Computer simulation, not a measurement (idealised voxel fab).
process module | voxel self aligned contacts
cross-section cut | 150 nm wide | cells 5 nm
A cross-section is a grid of square cells, given in bands from the top down. A band is one or more rows of cells.
Each band's line starts with the height of the band's top and of its bottom, in nm. Then come its materials from left to right, each with its width in nm. One material with "throughout" fills the band from edge to edge. "air" is empty space.
Height 0 is the level under which the wafer as received is all one material. The lowest band goes on downwards, as in "0 down".
A width such as "30 to 40" changes by the same amount from each row of cells to the next, from the band's top row to its bottom row.
"no change" after a step means that no cell of the cross-section changed.
closed voids: empty space of 8 cells or more with no open way to the top, each as width x height at its distance from the left edge, in nm
after a step's settings: what the simulator itself notes on the step
overlay nm, on a step with a mask: how far to the right of its planned place the mask lay; to the left if negative
plan
1 op RECEIVE | material Si
2 op OXIDIZE | depth nm 5
3 op DIRECTIONAL_DEP | material polySi | thk nm 30
4 op DIRECTIONAL_DEP | material SiN | thk nm 20
5 op MASKED_ETCH | tone cover | mask id GATE | width nm 35 | pitch nm 70 | etch materials SiN | depth nm 20 | overlay nm 0
6 op MASKED_ETCH | tone cover | mask id GATE | width nm 35 | pitch nm 70 | etch materials polySi | depth nm 30 | overlay nm 0
7 op CONFORMAL_DEP | material SiN | thk nm 5
8 op DIRECTIONAL_ETCH | etch materials SiN | depth nm 5
9 op FILL_DEP | material SiO2 | thk nm 15
10 op CMP | height nm 60
11 op PATTERN | tone open | mask id CONTACT | material resist | width nm 45 | thk nm 20 | overlay nm 0
12 op DIRECTIONAL_ETCH | etch materials SiO2 | depth nm 65
13 op STRIP | etch materials resist
14 op CONFORMAL_DEP | material TiN | thk nm 5
15 op FILL_DEP | material Ru | thk nm 10
16 op CMP | height nm 60
17 op CONFORMAL_DEP | material SiN | thk nm 5
as received, after step 1
  0 down: Si throughout
  closed voids: none
first wafer at the end, as planned
  65 to 60: SiN throughout
  60 to 50: SiO2 50 | TiN 5 to 15 | Ru 35 to 15 | TiN 5 to 15 | SiO2 55
  50 to 30: SiO2 15 | SiN 45 | TiN 5 | Ru 15 | TiN 5 | SiN 45 | SiO2 20
  30 to 0: SiO2 15 | SiN 5 | polySi 35 | SiN 5 | TiN 5 | Ru 15 | TiN 5 | SiN 5 | polySi 35 | SiN 5 | SiO2 20
  0 to -5: SiO2 60 | TiN 25 | SiO2 65
  -5 down: Si throughout
  closed voids: none
second wafer at the end: like start, like plan, one mistake
  65 to 60: SiN throughout
  60 to 55: SiO2 50 | TiN 5 | Ru 35 | TiN 5 | SiO2 55
  55 to 50: SiO2 50 | TiN 45 | SiO2 55
  50 to 30: SiN 25 | SiO2 25 | SiN 45 | SiO2 25 | SiN 30
  30 to 0: polySi throughout
  0 to -5: SiO2 throughout
  -5 down: Si throughout
  closed voids: none
what went wrong: step 5 ran as: op MASKED_ETCH | tone open | mask id GATE | width nm 35 | pitch nm 70 | etch materials SiN | depth nm 20 | overlay nm 0
at the end the second wafer has, in cells: 33 fewer of Ru | 16 fewer of SiN | 25 fewer of SiO2 | 22 fewer of TiN | 96 more of polySi
